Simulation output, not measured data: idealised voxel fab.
Name of the process module below: voxel quadruple lines
This is section cut - it's 215 nm across, gridded in 5 nm square cells.
Cross-section spec: square-cell grid; bands listed top down; each band is one or more rows.
It is stipulated that each band's entry specify, in nanometres, the height of the top of the band and then that of its bottom, followed by the materials of the band in left-to-right sequence, each together with its width in nanometres. A single material marked by the word "everywhere" is understood to fill the band from edge to edge; the word "empty" is understood to denote empty space.
Where do heights start? At 0: under that level the wafer as delivered is made of one material only. And the lowest band has no floor; it just carries on downward, as in "0 nm and below".
Think of "30 to 40" as a width that walks from the first number to the second as you go down the band, top row to bottom row, taking equal-sized steps from row to row.
Where the words "no change" appear for a step, the cross-section shows no cell changed by that step; every cell remained as before.
Empty spaces without an open route to the top, at least 8 cells in extent, make up the entry "Closed cavity list"; each is given as width x height at distance, where the distance is measured from the left edge, and all are in nm.
What comes after the settings on a step's line is commentary from the simulator itself on that step.
Among the settings permitted on a step's line is "overlay nm"; applied to a step with a mask, it specifies the extent to which the mask lay to the right of its planned position, whereas a negative figure signifies a position to the left.
# Steps planned for the process
1 RECEIVE (material Si)
2 CONFORMAL_DEP (material Al2O3; thk nm 10)
3 DIRECTIONAL_DEP (material W; thk nm 15)
4 DIRECTIONAL_DEP (material polySi; thk nm 20)
5 DIRECTIONAL_DEP (material aC; thk nm 20)
6 PATTERN (tone cover; mask id MANDREL; material resist; width nm 25; thk nm 25; overlay nm 0)
7 DIRECTIONAL_ETCH (etch materials aC; depth nm 20)
8 STRIP (etch materials resist)
9 CONFORMAL_DEP (material SiO2; thk nm 15)
10 DIRECTIONAL_ETCH (etch materials SiO2; depth nm 15)
11 STRIP (etch materials aC)
12 DIRECTIONAL_ETCH (etch materials polySi; depth nm 20)
13 STRIP (etch materials SiO2)
14 CONFORMAL_DEP (material SiCN; thk nm 5)
15 DIRECTIONAL_ETCH (etch materials SiCN; depth nm 5)
16 STRIP (etch materials polySi)
17 DIRECTIONAL_ETCH (etch materials W; depth nm 15)
18 STRIP (etch materials SiCN)
19 FILL_DEP (material SiO2; thk nm 5)
20 CMP (height nm 25)
# Shown in cross-section is the wafer as received, that is, as it stands after step 1
	0 nm and below  Si everywhere
	Closed cavity list: none
# Wafer at module end, in section. Began as above, planned as above, run with one mistake
	25 nm to 10 nm  SiO2 90, W 5, SiO2 25, W 5, SiO2 90
	10 nm to 0 nm  Al2O3 everywhere
	0 nm and below  Si everywhere
	Closed cavity list: none
Processing error: step 6 was processed under conditions differing from the plan, specifically as PATTERN (tone open; mask id MANDREL; material resist; width nm 25; thk nm 25; overlay nm 0)
